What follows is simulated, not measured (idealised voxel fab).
This section sets out a process module, namely voxel air gaps.
Pictured: cross-section cut, 200 nm wide, on a grid of 5 nm square cells.
Each cross-section below is a grid of square cells, stated as bands in top-down order, with one or more rows of cells making up each band.
Band entry format. Leading values: height of top, height of bottom, nm. Remainder: materials in left-to-right order, each with its width in nm. Special words: "everywhere" on a single material, which then fills the band edge to edge; "blank", empty space.
Heights are expressed relative to 0, this being the level below which the as-received wafer comprises one material exclusively. The lowest band is unbounded in the downward direction and is denoted as in "0 -> down".
The notation "30->40" denotes a width that varies across the rows of cells in the band, beginning at the first number in the top row, finishing at the second number in the bottom row, and changing by an identical amount from each row to the next.
When a step is marked "nothing different", none of the cells in the cross-section changed during that step.
Empty spaces without an open route to the top, at least 8 cells in extent, make up the entry "Closed void register"; each is given as width x height at distance, where the distance is measured from the left edge, and all are in nm.
after a step's settings: what the simulator itself notes on the step
overlay nm: right-of-plan distance of the mask on a masked step; negative values mean left-of-plan.
**The planned process steps are enumerated hereunder**
1,RECEIVE: material Si
2,CONFORMAL_DEP: material SiO2, thk nm 15
3,CONFORMAL_DEP: material SiN, thk nm 5
4,DIRECTIONAL_DEP: material SiO2, thk nm 35
5,DIRECTIONAL_DEP: material aC, thk nm 15
6,PATTERN: tone open, mask id LINES, material resist, width nm 15, pitch nm 40, thk nm 35, overlay nm 0
7,DIRECTIONAL_ETCH: etch materials aC, depth nm 15
8,STRIP: etch materials resist
9,DIRECTIONAL_ETCH: etch materials SiO2, depth nm 35
10,STRIP: etch materials aC
11,CONFORMAL_DEP: material TiN, thk nm 5
12,FILL_DEP: material W, thk nm 5
13,CMP: height nm 55
14,EPI: material Ru, thk nm 10
15,SELECTIVE_ETCH: etch materials SiO2, depth nm 45
16,CONFORMAL_DEP: material SiCN, thk nm 5
**First of two wafers, with the run carried out as planned**
**Incoming wafer, cross-sectional view, post step 1**
	0 -> down | Si everywhere
	Closed void register: none
**Cross-section: wafer state after step 2**
	15 -> 0 | SiO2 everywhere
	For the remainder of the cross-section, below 0, there is no change.
**Cross-section: wafer state after step 3**
	20 -> 15 | SiN everywhere
	For the remainder of the cross-section, below 15, there is no change.
**Cross-section: wafer state after step 4**
	55 -> 20 | SiO2 everywhere
	For the remainder of the cross-section, below 20, there is no change.
**Cross-section: wafer state after step 5**
	70 -> 55 | aC everywhere
	For the remainder of the cross-section, below 55, there is no change.
**Cross-section: wafer state after step 6**
	105 -> 70 | resist 50 | blank 15 | resist 25 | blank 15 | resist 25 | blank 15 | resist 55
	For the remainder of the cross-section, below 70, there is no change.
**Cross-section: wafer state after step 7**
	90 -> 70 | resist 50 | blank 15 | resist 25 | blank 15 | resist 25 | blank 15 | resist 55
	70 -> 55 | aC 50 | blank 15 | aC 25 | blank 15 | aC 25 | blank 15 | aC 55
	For the remainder of the cross-section, below 55, there is no change.
**Cross-section: wafer state after step 8**
	70 -> 55 | aC 50 | blank 15 | aC 25 | blank 15 | aC 25 | blank 15 | aC 55
	For the remainder of the cross-section, below 55, there is no change.
**Cross-section: wafer state after step 9**
	70 -> 55 | aC 50 | blank 15 | aC 25 | blank 15 | aC 25 | blank 15 | aC 55
	55 -> 20 | SiO2 50 | blank 15 | SiO2 25 | blank 15 | SiO2 25 | blank 15 | SiO2 55
	For the remainder of the cross-section, below 20, there is no change.
**Cross-section: wafer state after step 10**
	55 -> 20 | SiO2 50 | blank 15 | SiO2 25 | blank 15 | SiO2 25 | blank 15 | SiO2 55
	For the remainder of the cross-section, below 20, there is no change.
**Cross-section: wafer state after step 11**
	60 -> 55 | TiN 55 | blank 5 | TiN 35 | blank 5 | TiN 35 | blank 5 | TiN 60
	55 -> 25 | SiO2 50 | TiN 5 | blank 5 | TiN 5 | SiO2 25 | TiN 5 | blank 5 | TiN 5 | SiO2 25 | TiN 5 | blank 5 | TiN 5 | SiO2 55
	25 -> 20 | SiO2 50 | TiN 15 | SiO2 25 | TiN 15 | SiO2 25 | TiN 15 | SiO2 55
	For the remainder of the cross-section, below 20, there is no change.
**Cross-section: wafer state after step 12**
	65 -> 60 | W everywhere
	60 -> 55 | TiN 55 | W 5 | TiN 35 | W 5 | TiN 35 | W 5 | TiN 60
	55 -> 25 | SiO2 50 | TiN 5 | W 5 | TiN 5 | SiO2 25 | TiN 5 | W 5 | TiN 5 | SiO2 25 | TiN 5 | W 5 | TiN 5 | SiO2 55
	For the remainder of the cross-section, below 25, there is no change.
**Cross-section: wafer state after step 13**
	55 -> 25 | SiO2 50 | TiN 5 | W 5 | TiN 5 | SiO2 25 | TiN 5 | W 5 | TiN 5 | SiO2 25 | TiN 5 | W 5 | TiN 5 | SiO2 55
	For the remainder of the cross-section, below 25, there is no change.
**Cross-section: wafer state after step 14**
	65 -> 55 | blank 40 | Ru 35 | blank 5 | Ru 35 | blank 5 | Ru 35 | blank 45
	For the remainder of the cross-section, below 55, there is no change.
**Cross-section: wafer state after step 15**
	65 -> 55 | blank 40 | Ru 35 | blank 5 | Ru 35 | blank 5 | Ru 35 | blank 45
	55 -> 25 | blank 50 | TiN 5 | W 5 | TiN 5 | blank 25 | TiN 5 | W 5 | TiN 5 | blank 25 | TiN 5 | W 5 | TiN 5 | blank 55
	25 -> 20 | blank 50 | TiN 15 | blank 25 | TiN 15 | blank 25 | TiN 15 | blank 55
	For the remainder of the cross-section, below 20, there is no change.
**Cross-section: wafer state after step 16**
	70 -> 65 | blank 35 | SiCN 125 | blank 40
	65 -> 55 | blank 35 | SiCN 5 | Ru 35 | SiCN 5 | Ru 35 | SiCN 5 | Ru 35 | SiCN 5 | blank 40
	55 -> 50 | blank 35 | SiCN 15 | TiN 5 | W 5 | TiN 5 | SiCN 25 | TiN 5 | W 5 | TiN 5 | SiCN 25 | TiN 5 | W 5 | TiN 5 | SiCN 15 | blank 40
	50 -> 25 | blank 45 | SiCN 5 | TiN 5 | W 5 | TiN 5 | SiCN 5 | blank 15 | SiCN 5 | TiN 5 | W 5 | TiN 5 | SiCN 5 | blank 15 | SiCN 5 | TiN 5 | W 5 | TiN 5 | SiCN 5 | blank 50
	25 -> 20 | SiCN 50 | TiN 15 | SiCN 25 | TiN 15 | SiCN 25 | TiN 15 | SiCN 55
	For the remainder of the cross-section, below 20, there is no change.
	Closed void register: 15 x 25 at 70; 15 x 25 at 110
**Regarding the second of the two wafers: it shared the first wafer's starting condition and process plan, yet one error occurred during its execution. Its history coincides with that of the first wafer up to and including step 14**
**X-section, second wafer, when step 15 was due to finish**
	55 -> 25 | SiO2 50 | TiN 5 | W 5 | TiN 5 | SiO2 25 | TiN 5 | W 5 | TiN 5 | SiO2 25 | TiN 5 | W 5 | TiN 5 | SiO2 55
	For the remainder of the cross-section, below 25, there is no change.
**X-section, second wafer, when step 16 was due to finish**
	60 -> 55 | SiCN everywhere
	For the remainder of the cross-section, below 55, there is no change.
What went wrong in running the wafer? contrary to plan, step 15 was performed as SELECTIVE_ETCH: etch materials Ru, depth nm 45
Upon completion, the second wafer contains, in terms of cells, a greater or smaller amount of certain materials than the first wafer: Ru -42, SiCN -70, SiO2 +217
Closed void count at end of process - first wafer: 2; second wafer: 0.
